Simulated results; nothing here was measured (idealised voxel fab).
The following process module bears the name voxel capacitor over wiring.
240 nm wide, 5 nm square cells: that's cross-section cut.
A cross-section is written here as square cells arranged in a grid, and it is given in bands from the top down, each band taking up one or more rows of cells.
In this notation a band is specified by the heights of its top and bottom, in that order and in nm, after which its materials appear from left to right, each paired with its width in nm. The word "edge to edge" attached to a single material means that material fills the band from edge to edge; the word "blank" stands for empty space.
Heads up on the height convention: 0 is the point under which the incoming wafer is all one material, and the lowest band has no bottom, it just keeps going down, like "0 nm and below".
A two-number width, for instance "30->40", indicates that the width is equal to the first number in the top row of the band and to the second number in the bottom row, and that it changes by a constant amount per row of cells.
"remained the same" means the step left every cell of the cross-section as it was.
Empty spaces without an open route to the top, at least 8 cells in extent, make up the entry "Closed voids list"; each is given as width x height at distance, where the distance is measured from the left edge, and all are in nm.
It should be noted that, on the line of a given step, the content following the step's settings is a remark produced by the simulator itself with respect to that step.
Steps that use a mask can have "overlay nm" on their line. It says how far the mask sat to the right of where it was meant to be. Negative means to the left.

-- Intended process steps
| 1 | op RECEIVE | material Si |
| 2 | op CONFORMAL_DEP | material SiO2 | thk nm 15 |
| 3 | op CONFORMAL_DEP | material SiN | thk nm 5 |
| 4 | op DIRECTIONAL_DEP | material SiO2 | thk nm 15 |
| 5 | op MASKED_ETCH | tone open | mask id METAL_1 | width nm 20 | pitch nm 70 | etch materials SiO2 | depth nm 15 | overlay nm 0 |
| 6 | op MASKED_ETCH | tone open | mask id METAL_1 | width nm 20 | pitch nm 70 | etch materials SiN | depth nm 5 | overlay nm 0 |
| 7 | op CONFORMAL_DEP | material TiN | thk nm 5 |
| 8 | op FILL_DEP | material W | thk nm 5 |
| 9 | op CMP | height nm 35 |
| 10 | op CONFORMAL_DEP | material SiCN | thk nm 5 |
| 11 | op DIRECTIONAL_DEP | material SiO2 | thk nm 10 |
| 12 | op PATTERN | tone open | mask id PLUG_1 | material resist | width nm 15 | thk nm 20 | overlay nm 0 |
| 13 | op DIRECTIONAL_ETCH | etch materials SiO2 | depth nm 5 |
| 14 | op DIRECTIONAL_ETCH | etch materials SiCN | depth nm 5 |
| 15 | op STRIP | etch materials resist |
| 16 | op CONFORMAL_DEP | material TiN | thk nm 5 |
| 17 | op FILL_DEP | material Cu | thk nm 5 |
| 18 | op CMP | height nm 50 |
| 19 | op DIRECTIONAL_DEP | material TiN | thk nm 5 |
| 20 | op DIRECTIONAL_DEP | material Al2O3 | thk nm 5 |
| 21 | op DIRECTIONAL_DEP | material TiN | thk nm 5 |
| 22 | op MASKED_ETCH | tone cover | mask id UPPER_PLATE | width nm 55 | etch materials TiN | depth nm 5 | overlay nm 0 |
| 23 | op MASKED_ETCH | tone cover | mask id UPPER_PLATE | width nm 55 | etch materials Al2O3 | depth nm 5 | overlay nm 0 |
| 24 | op DIRECTIONAL_DEP | material aC | thk nm 15 |
| 25 | op PATTERN | tone cover | mask id LOWER_PLATE | material resist | width nm 65 | thk nm 35 | overlay nm 0 |
| 26 | op DIRECTIONAL_ETCH | etch materials aC | depth nm 15 |
| 27 | op STRIP | etch materials resist |
| 28 | op DIRECTIONAL_ETCH | etch materials TiN | depth nm 5 |
| 29 | op STRIP | etch materials aC |
| 30 | op FILL_DEP | material SiO2 | thk nm 20 |
| 31 | op CMP | height nm 80 |
| 32 | op MASKED_ETCH | tone open | mask id PLUG_2 | width nm 15 | etch materials SiO2 | depth nm 15 | overlay nm 0 |
| 33 | op CONFORMAL_DEP | material TiN | thk nm 5 |
| 34 | op FILL_DEP | material Cu | thk nm 5 |
| 35 | op CMP | height nm 80 |
| 36 | op CONFORMAL_DEP | material SiN | thk nm 5 |
Where the wafers of this document differ is in the depth nm of step 13; they start out the same, and the plan states the value that applied to the first wafer.

-- Sectional view: first of several wafers, as received, after step 1
0 nm and below | Si edge to edge
Closed voids list: none

-- Once step 36, the last step, is complete, the module is at its end; this is the cross-section of the first of several wafers
85 nm to 80 nm | SiN edge to edge
80 nm to 70 nm | SiO2: 90  TiN: 5  Cu: 5  TiN: 5  SiO2: 135
70 nm to 60 nm | SiO2: 90->80  TiN: 15->55  SiO2: 135->105
60 nm to 55 nm | SiO2: 80  Al2O3: 55  SiO2: 105
55 nm to 45 nm | SiO2: 75->80  TiN: 65->15  SiO2: 100->145
45 nm to 40 nm | SiO2 edge to edge
40 nm to 35 nm | SiCN edge to edge
35 nm to 20 nm | SiO2: 75  TiN: 5  W: 10  TiN: 5  SiO2: 50  TiN: 5  W: 10  TiN: 5  SiO2: 75
20 nm to 15 nm | SiN: 75  TiN: 20  SiN: 50  TiN: 20  SiN: 75
15 nm to 0 nm | SiO2 edge to edge
0 nm and below | Si edge to edge
Closed voids list: none

-- Cross-sectional view of the final wafer of several at the module's end
85 nm to 80 nm | SiN edge to edge
80 nm to 70 nm | SiO2: 90  TiN: 5  Cu: 5  TiN: 5  SiO2: 135
70 nm to 60 nm | SiO2: 90->80  TiN: 15->55  SiO2: 135->105
60 nm to 55 nm | SiO2: 80  Al2O3: 55  SiO2: 105
55 nm to 50 nm | SiO2: 75  TiN: 65  SiO2: 100
50 nm to 40 nm | SiO2: 80  TiN: 5  Cu: 5  TiN: 5  SiO2: 145
40 nm to 35 nm | SiCN: 80  TiN: 15  SiCN: 145
35 nm to 20 nm | SiO2: 75  TiN: 5  W: 10  TiN: 5  SiO2: 50  TiN: 5  W: 10  TiN: 5  SiO2: 75
20 nm to 15 nm | SiN: 75  TiN: 20  SiN: 50  TiN: 20  SiN: 75
15 nm to 0 nm | SiO2 edge to edge
0 nm and below | Si edge to edge
Closed voids list: none

-- each wafer at the end: cells of each material gained (+) or lost (-) since it was received, then its closed voids
depth nm 5, +11 Al2O3, +2 Cu, +48 SiCN, +88 SiN, +601 SiO2, +54 TiN, +12 W, Closed voids list: none
depth nm 10, +11 Al2O3, +4 Cu, +45 SiCN, +88 SiN, +598 SiO2, +58 TiN, +12 W, Closed voids list: none
depth nm 15, +11 Al2O3, +4 Cu, +45 SiCN, +88 SiN, +598 SiO2, +58 TiN, +12 W, Closed voids list: none
depth nm 20, +11 Al2O3, +4 Cu, +45 SiCN, +88 SiN, +598 SiO2, +58 TiN, +12 W, Closed voids list: none
depth nm 25, +11 Al2O3, +4 Cu, +45 SiCN, +88 SiN, +598 SiO2, +58 TiN, +12 W, Closed voids list: none
